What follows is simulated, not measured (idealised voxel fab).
process module | voxel released beams
cross-section cut | 225 nm wide | cells 5 nm
A cross-section is a grid of square cells, given in bands from the top down. A band is one or more rows of cells.
Each band's line starts with the height of the band's top and of its bottom, in nm. Then come its materials from left to right, each with its width in nm. One material with "throughout" fills the band from edge to edge. "air" is empty space.
Height 0 is the level under which the wafer as received is all one material. The lowest band goes on downwards, as in "0 down".
A width such as "30 to 40" changes by the same amount from each row of cells to the next, from the band's top row to its bottom row.
"no change" after a step means that no cell of the cross-section changed.
closed voids: empty space of 8 cells or more with no open way to the top, each as width x height at its distance from the left edge, in nm
after a step's settings: what the simulator itself notes on the step
overlay nm, on a step with a mask: how far to the right of its planned place the mask lay; to the left if negative
plan
1 op RECEIVE | material Si
2 op CONFORMAL_DEP | material Al2O3 | thk nm 5
3 op DIRECTIONAL_DEP | material SiO2 | thk nm 20
4 op MASKED_ETCH | tone open | mask id ANCHOR | width nm 40 | etch materials SiO2 | depth nm 20 | overlay nm 0
5 op CONFORMAL_DEP | material SiN | thk nm 15
6 op MASKED_ETCH | tone cover | mask id BEAM | width nm 120 | etch materials SiN | depth nm 15 | overlay nm 0
7 op STRIP | etch materials SiO2
as received, after step 1
  0 down: Si throughout
  closed voids: none
first wafer at the end, as planned
  40 to 25: air 50 | SiN 20 | air 10 | SiN 90 | air 55
  25 to 20: air 55 | SiN 15 | air 10 | SiN 15 | air 130
  20 to 5: air 55 | SiN 40 | air 130
  5 to 0: Al2O3 throughout
  0 down: Si throughout
  closed voids: none
second wafer at the end: like start, like plan, one mistake
  40 to 25: air 50 | SiN 15 | air 10 | SiN 95 | air 55
  25 to 20: air 50 | SiN 15 | air 10 | SiN 15 | air 135
  20 to 5: air 50 | SiN 40 | air 135
  5 to 0: Al2O3 throughout
  0 down: Si throughout
  closed voids: none
what went wrong: step 4 ran as: op MASKED_ETCH | tone open | mask id ANCHOR | width nm 40 | etch materials SiO2 | depth nm 20 | overlay nm -5
at the end the second wafer has, in cells: as many of each material as the first, in other places
